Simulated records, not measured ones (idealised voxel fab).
process module | voxel wiring stack
cross-section cut | 195 nm wide | cells 5 nm
A cross-section is a grid of square cells, given in bands from the top down. A band is one or more rows of cells.
Each band's line starts with the height of the band's top and of its bottom, in nm. Then come its materials from left to right, each with its width in nm. One material with "throughout" fills the band from edge to edge. "air" is empty space.
Height 0 is the level under which the wafer as received is all one material. The lowest band goes on downwards, as in "0 down".
A width such as "30 to 40" changes by the same amount from each row of cells to the next, from the band's top row to its bottom row.
"no change" after a step means that no cell of the cross-section changed.
closed voids: empty space of 8 cells or more with no open way to the top, each as width x height at its distance from the left edge, in nm
after a step's settings: what the simulator itself notes on the step
overlay nm, on a step with a mask: how far to the right of its planned place the mask lay; to the left if negative
plan
1 op RECEIVE | material Si
2 op CONFORMAL_DEP | material SiO2 | thk nm 15
3 op CONFORMAL_DEP | material SiN | thk nm 5
4 op DIRECTIONAL_DEP | material lowk | thk nm 15
5 op PATTERN | tone open | mask id METAL_1 | material resist | width nm 30 | pitch nm 45 | thk nm 15 | overlay nm 0
6 op DIRECTIONAL_ETCH | etch materials lowk | depth nm 15
7 op DIRECTIONAL_ETCH | etch materials SiN | depth nm 5
8 op STRIP | etch materials resist
9 op CONFORMAL_DEP | material TiN | thk nm 5
10 op FILL_DEP | material Cu | thk nm 10
11 op CMP | height nm 35
12 op EPI | material Ru | thk nm 5
13 op FILL_DEP | material SiCN | thk nm 5
14 op DIRECTIONAL_DEP | material lowk | thk nm 15
15 op PATTERN | tone open | mask id PLUG_1 | material resist | width nm 15 | pitch nm 45 | thk nm 15 | overlay nm 0
16 op DIRECTIONAL_ETCH | etch materials lowk | depth nm 15
17 op DIRECTIONAL_ETCH | etch materials SiCN | depth nm 5
18 op STRIP | etch materials resist
19 op EPI | material Ru | thk nm 10
20 op EPI | material Ru | thk nm 10
21 op DIRECTIONAL_DEP | material TiN | thk nm 5
22 op DIRECTIONAL_DEP | material Ru | thk nm 20
23 op MASKED_ETCH | tone cover | mask id METAL_2 | width nm 30 | pitch nm 45 | etch materials Ru | depth nm 20 | overlay nm 0
24 op MASKED_ETCH | tone cover | mask id METAL_2 | width nm 30 | pitch nm 45 | etch materials TiN | depth nm 5 | overlay nm 0
25 op FILL_DEP | material SiO2 | thk nm 5
26 op CMP | height nm 85
27 op CONFORMAL_DEP | material SiCN | thk nm 5
28 op DIRECTIONAL_DEP | material SiO2 | thk nm 30
29 op PATTERN | tone open | mask id METAL_3 | material resist | width nm 30 | pitch nm 45 | thk nm 15 | overlay nm 0
30 op DIRECTIONAL_ETCH | etch materials SiO2 | depth nm 20
31 op STRIP | etch materials resist
32 op PATTERN | tone open | mask id METAL_3_HOLES | material resist | width nm 15 | pitch nm 90 | thk nm 15 | overlay nm 0
33 op DIRECTIONAL_ETCH | etch materials SiO2 | depth nm 10
34 op DIRECTIONAL_ETCH | etch materials SiCN | depth nm 5
35 op STRIP | etch materials resist
36 op CONFORMAL_DEP | material TiN | thk nm 5
37 op FILL_DEP | material Cu | thk nm 10
38 op CMP | height nm 120
39 op CONFORMAL_DEP | material SiCN | thk nm 5
first wafer, as planned
as received, after step 1
  0 down: Si throughout
  closed voids: none
after step 2
  15 to 0: SiO2 throughout
  below 0: unchanged
after step 3
  20 to 15: SiN throughout
  below 15: unchanged
after step 4
  35 to 20: lowk throughout
  below 20: unchanged
after step 5
  50 to 35: resist 15 | air 30 | resist 15 | air 30 | resist 15 | air 30 | resist 15 | air 30 | resist 15
  below 35: unchanged
after step 6
  50 to 35: resist 15 | air 30 | resist 15 | air 30 | resist 15 | air 30 | resist 15 | air 30 | resist 15
  35 to 20: lowk 15 | air 30 | lowk 15 | air 30 | lowk 15 | air 30 | lowk 15 | air 30 | lowk 15
  below 20: unchanged
after step 7
  50 to 35: resist 15 | air 30 | resist 15 | air 30 | resist 15 | air 30 | resist 15 | air 30 | resist 15
  35 to 20: lowk 15 | air 30 | lowk 15 | air 30 | lowk 15 | air 30 | lowk 15 | air 30 | lowk 15
  20 to 15: SiN 15 | air 30 | SiN 15 | air 30 | SiN 15 | air 30 | SiN 15 | air 30 | SiN 15
  below 15: unchanged
after step 8
  35 to 20: lowk 15 | air 30 | lowk 15 | air 30 | lowk 15 | air 30 | lowk 15 | air 30 | lowk 15
  below 20: unchanged
after step 9
  40 to 35: TiN 20 | air 20 | TiN 25 | air 20 | TiN 25 | air 20 | TiN 25 | air 20 | TiN 20
  35 to 20: lowk 15 | TiN 5 | air 20 | TiN 5 | lowk 15 | TiN 5 | air 20 | TiN 5 | lowk 15 | TiN 5 | air 20 | TiN 5 | lowk 15 | TiN 5 | air 20 | TiN 5 | lowk 15
  20 to 15: SiN 15 | TiN 30 | SiN 15 | TiN 30 | SiN 15 | TiN 30 | SiN 15 | TiN 30 | SiN 15
  below 15: unchanged
after step 10
  50 to 40: Cu throughout
  40 to 35: TiN 20 | Cu 20 | TiN 25 | Cu 20 | TiN 25 | Cu 20 | TiN 25 | Cu 20 | TiN 20
  35 to 20: lowk 15 | TiN 5 | Cu 20 | TiN 5 | lowk 15 | TiN 5 | Cu 20 | TiN 5 | lowk 15 | TiN 5 | Cu 20 | TiN 5 | lowk 15 | TiN 5 | Cu 20 | TiN 5 | lowk 15
  below 20: unchanged
after step 11
  35 to 20: lowk 15 | TiN 5 | Cu 20 | TiN 5 | lowk 15 | TiN 5 | Cu 20 | TiN 5 | lowk 15 | TiN 5 | Cu 20 | TiN 5 | lowk 15 | TiN 5 | Cu 20 | TiN 5 | lowk 15
  below 20: unchanged
after step 12
  40 to 35: air 10 | Ru 40 | air 5 | Ru 40 | air 5 | Ru 40 | air 5 | Ru 40 | air 10
  below 35: unchanged
after step 13
  45 to 40: SiCN throughout
  40 to 35: SiCN 10 | Ru 40 | SiCN 5 | Ru 40 | SiCN 5 | Ru 40 | SiCN 5 | Ru 40 | SiCN 10
  below 35: unchanged
after step 14
  60 to 45: lowk throughout
  below 45: unchanged
after step 15
  75 to 60: resist 15 | air 15 | resist 30 | air 15 | resist 30 | air 15 | resist 30 | air 15 | resist 30
  below 60: unchanged
after step 16
  75 to 60: resist 15 | air 15 | resist 30 | air 15 | resist 30 | air 15 | resist 30 | air 15 | resist 30
  60 to 45: lowk 15 | air 15 | lowk 30 | air 15 | lowk 30 | air 15 | lowk 30 | air 15 | lowk 30
  below 45: unchanged
after step 17
  75 to 60: resist 15 | air 15 | resist 30 | air 15 | resist 30 | air 15 | resist 30 | air 15 | resist 30
  60 to 45: lowk 15 | air 15 | lowk 30 | air 15 | lowk 30 | air 15 | lowk 30 | air 15 | lowk 30
  45 to 40: SiCN 15 | air 15 | SiCN 30 | air 15 | SiCN 30 | air 15 | SiCN 30 | air 15 | SiCN 30
  below 40: unchanged
after step 18
  60 to 45: lowk 15 | air 15 | lowk 30 | air 15 | lowk 30 | air 15 | lowk 30 | air 15 | lowk 30
  below 45: unchanged
after step 19
  60 to 50: lowk 15 | air 15 | lowk 30 | air 15 | lowk 30 | air 15 | lowk 30 | air 15 | lowk 30
  50 to 45: lowk 15 | Ru 15 | lowk 30 | Ru 15 | lowk 30 | Ru 15 | lowk 30 | Ru 15 | lowk 30
  45 to 35: SiCN 15 to 10 | Ru 15 to 40 | SiCN 30 to 5 | Ru 15 to 40 | SiCN 30 to 5 | Ru 15 to 40 | SiCN 30 to 5 | Ru 15 to 40 | SiCN 30 to 10
  below 35: unchanged
after step 20
  60 to 45: lowk 15 | Ru 15 | lowk 30 | Ru 15 | lowk 30 | Ru 15 | lowk 30 | Ru 15 | lowk 30
  below 45: unchanged
after step 21
  65 to 60: TiN throughout
  below 60: unchanged
after step 22
  85 to 65: Ru throughout
  below 65: unchanged
after step 23
  85 to 65: air 15 | Ru 30 | air 15 | Ru 30 | air 15 | Ru 30 | air 15 | Ru 30 | air 15
  below 65: unchanged
after step 24
  85 to 65: air 15 | Ru 30 | air 15 | Ru 30 | air 15 | Ru 30 | air 15 | Ru 30 | air 15
  65 to 60: air 15 | TiN 30 | air 15 | TiN 30 | air 15 | TiN 30 | air 15 | TiN 30 | air 15
  below 60: unchanged
after step 25
  90 to 85: SiO2 throughout
  85 to 65: SiO2 15 | Ru 30 | SiO2 15 | Ru 30 | SiO2 15 | Ru 30 | SiO2 15 | Ru 30 | SiO2 15
  65 to 60: SiO2 15 | TiN 30 | SiO2 15 | TiN 30 | SiO2 15 | TiN 30 | SiO2 15 | TiN 30 | SiO2 15
  below 60: unchanged
after step 26
  85 to 65: SiO2 15 | Ru 30 | SiO2 15 | Ru 30 | SiO2 15 | Ru 30 | SiO2 15 | Ru 30 | SiO2 15
  below 65: unchanged
after step 27
  90 to 85: SiCN throughout
  below 85: unchanged
after step 28
  120 to 90: SiO2 throughout
  below 90: unchanged
after step 29
  135 to 120: resist 15 | air 30 | resist 15 | air 30 | resist 15 | air 30 | resist 15 | air 30 | resist 15
  below 120: unchanged
after step 30
  135 to 120: resist 15 | air 30 | resist 15 | air 30 | resist 15 | air 30 | resist 15 | air 30 | resist 15
  120 to 100: SiO2 15 | air 30 | SiO2 15 | air 30 | SiO2 15 | air 30 | SiO2 15 | air 30 | SiO2 15
  below 100: unchanged
after step 31
  120 to 100: SiO2 15 | air 30 | SiO2 15 | air 30 | SiO2 15 | air 30 | SiO2 15 | air 30 | SiO2 15
  below 100: unchanged
after step 32
  135 to 120: resist 15 | air 15 | resist 75 | air 15 | resist 75
  120 to 100: SiO2 15 | air 15 | resist 15 | SiO2 15 | resist 30 | SiO2 15 | air 15 | resist 15 | SiO2 15 | resist 30 | SiO2 15
  below 100: unchanged
after step 33
  135 to 120: resist 15 | air 15 | resist 75 | air 15 | resist 75
  120 to 100: SiO2 15 | air 15 | resist 15 | SiO2 15 | resist 30 | SiO2 15 | air 15 | resist 15 | SiO2 15 | resist 30 | SiO2 15
  100 to 90: SiO2 15 | air 15 | SiO2 75 | air 15 | SiO2 75
  below 90: unchanged
after step 34
  135 to 120: resist 15 | air 15 | resist 75 | air 15 | resist 75
  120 to 100: SiO2 15 | air 15 | resist 15 | SiO2 15 | resist 30 | SiO2 15 | air 15 | resist 15 | SiO2 15 | resist 30 | SiO2 15
  100 to 90: SiO2 15 | air 15 | SiO2 75 | air 15 | SiO2 75
  90 to 85: SiCN 15 | air 15 | SiCN 75 | air 15 | SiCN 75
  below 85: unchanged
after step 35
  120 to 100: SiO2 15 | air 30 | SiO2 15 | air 30 | SiO2 15 | air 30 | SiO2 15 | air 30 | SiO2 15
  below 100: unchanged
after step 36
  125 to 120: TiN 20 | air 20 | TiN 25 | air 20 | TiN 25 | air 20 | TiN 25 | air 20 | TiN 20
  120 to 105: SiO2 15 | TiN 5 | air 20 | TiN 5 | SiO2 15 | TiN 5 | air 20 | TiN 5 | SiO2 15 | TiN 5 | air 20 | TiN 5 | SiO2 15 | TiN 5 | air 20 | TiN 5 | SiO2 15
  105 to 100: SiO2 15 | TiN 5 | air 5 | TiN 20 | SiO2 15 | TiN 30 | SiO2 15 | TiN 5 | air 5 | TiN 20 | SiO2 15 | TiN 30 | SiO2 15
  100 to 90: SiO2 15 | TiN 5 | air 5 | TiN 5 | SiO2 75 | TiN 5 | air 5 | TiN 5 | SiO2 75
  90 to 85: SiCN 15 | TiN 15 | SiCN 75 | TiN 15 | SiCN 75
  below 85: unchanged
after step 37
  135 to 125: Cu throughout
  125 to 120: TiN 20 | Cu 20 | TiN 25 | Cu 20 | TiN 25 | Cu 20 | TiN 25 | Cu 20 | TiN 20
  120 to 105: SiO2 15 | TiN 5 | Cu 20 | TiN 5 | SiO2 15 | TiN 5 | Cu 20 | TiN 5 | SiO2 15 | TiN 5 | Cu 20 | TiN 5 | SiO2 15 | TiN 5 | Cu 20 | TiN 5 | SiO2 15
  105 to 100: SiO2 15 | TiN 5 | Cu 5 | TiN 20 | SiO2 15 | TiN 30 | SiO2 15 | TiN 5 | Cu 5 | TiN 20 | SiO2 15 | TiN 30 | SiO2 15
  100 to 90: SiO2 15 | TiN 5 | Cu 5 | TiN 5 | SiO2 75 | TiN 5 | Cu 5 | TiN 5 | SiO2 75
  below 90: unchanged
after step 38
  120 to 105: SiO2 15 | TiN 5 | Cu 20 | TiN 5 | SiO2 15 | TiN 5 | Cu 20 | TiN 5 | SiO2 15 | TiN 5 | Cu 20 | TiN 5 | SiO2 15 | TiN 5 | Cu 20 | TiN 5 | SiO2 15
  below 105: unchanged
after step 39
  125 to 120: SiCN throughout
  below 120: unchanged
second wafer: like start, like plan, one mistake. Through step 27 it matches the first wafer
when step 28 should have ended
  150 to 90: SiO2 throughout
  below 90: unchanged
when step 29 should have ended
  165 to 150: resist 15 | air 30 | resist 15 | air 30 | resist 15 | air 30 | resist 15 | air 30 | resist 15
  below 150: unchanged
when step 30 should have ended
  165 to 150: resist 15 | air 30 | resist 15 | air 30 | resist 15 | air 30 | resist 15 | air 30 | resist 15
  150 to 130: SiO2 15 | air 30 | SiO2 15 | air 30 | SiO2 15 | air 30 | SiO2 15 | air 30 | SiO2 15
  below 130: unchanged
when step 31 should have ended
  150 to 130: SiO2 15 | air 30 | SiO2 15 | air 30 | SiO2 15 | air 30 | SiO2 15 | air 30 | SiO2 15
  below 130: unchanged
when step 32 should have ended
  165 to 150: resist 15 | air 15 | resist 75 | air 15 | resist 75
  150 to 130: SiO2 15 | air 15 | resist 15 | SiO2 15 | resist 30 | SiO2 15 | air 15 | resist 15 | SiO2 15 | resist 30 | SiO2 15
  below 130: unchanged
when step 33 should have ended
  165 to 150: resist 15 | air 15 | resist 75 | air 15 | resist 75
  150 to 130: SiO2 15 | air 15 | resist 15 | SiO2 15 | resist 30 | SiO2 15 | air 15 | resist 15 | SiO2 15 | resist 30 | SiO2 15
  130 to 120: SiO2 15 | air 15 | SiO2 75 | air 15 | SiO2 75
  below 120: unchanged
when step 34 should have ended: no change
when step 35 should have ended
  150 to 130: SiO2 15 | air 30 | SiO2 15 | air 30 | SiO2 15 | air 30 | SiO2 15 | air 30 | SiO2 15
  below 130: unchanged
when step 36 should have ended
  155 to 150: TiN 20 | air 20 | TiN 25 | air 20 | TiN 25 | air 20 | TiN 25 | air 20 | TiN 20
  150 to 135: SiO2 15 | TiN 5 | air 20 | TiN 5 | SiO2 15 | TiN 5 | air 20 | TiN 5 | SiO2 15 | TiN 5 | air 20 | TiN 5 | SiO2 15 | TiN 5 | air 20 | TiN 5 | SiO2 15
  135 to 130: SiO2 15 | TiN 5 | air 5 | TiN 20 | SiO2 15 | TiN 30 | SiO2 15 | TiN 5 | air 5 | TiN 20 | SiO2 15 | TiN 30 | SiO2 15
  130 to 125: SiO2 15 | TiN 5 | air 5 | TiN 5 | SiO2 75 | TiN 5 | air 5 | TiN 5 | SiO2 75
  125 to 120: SiO2 15 | TiN 15 | SiO2 75 | TiN 15 | SiO2 75
  below 120: unchanged
when step 37 should have ended
  165 to 155: Cu throughout
  155 to 150: TiN 20 | Cu 20 | TiN 25 | Cu 20 | TiN 25 | Cu 20 | TiN 25 | Cu 20 | TiN 20
  150 to 135: SiO2 15 | TiN 5 | Cu 20 | TiN 5 | SiO2 15 | TiN 5 | Cu 20 | TiN 5 | SiO2 15 | TiN 5 | Cu 20 | TiN 5 | SiO2 15 | TiN 5 | Cu 20 | TiN 5 | SiO2 15
  135 to 130: SiO2 15 | TiN 5 | Cu 5 | TiN 20 | SiO2 15 | TiN 30 | SiO2 15 | TiN 5 | Cu 5 | TiN 20 | SiO2 15 | TiN 30 | SiO2 15
  130 to 125: SiO2 15 | TiN 5 | Cu 5 | TiN 5 | SiO2 75 | TiN 5 | Cu 5 | TiN 5 | SiO2 75
  below 125: unchanged
when step 38 should have ended
  120 to 90: SiO2 throughout
  below 90: unchanged
when step 39 should have ended
  125 to 120: SiCN throughout
  below 120: unchanged
what went wrong: step 28 was run twice
at the end the second wafer has, in cells: 54 fewer of Cu | 6 more of SiCN | 108 more of SiO2 | 60 fewer of TiN
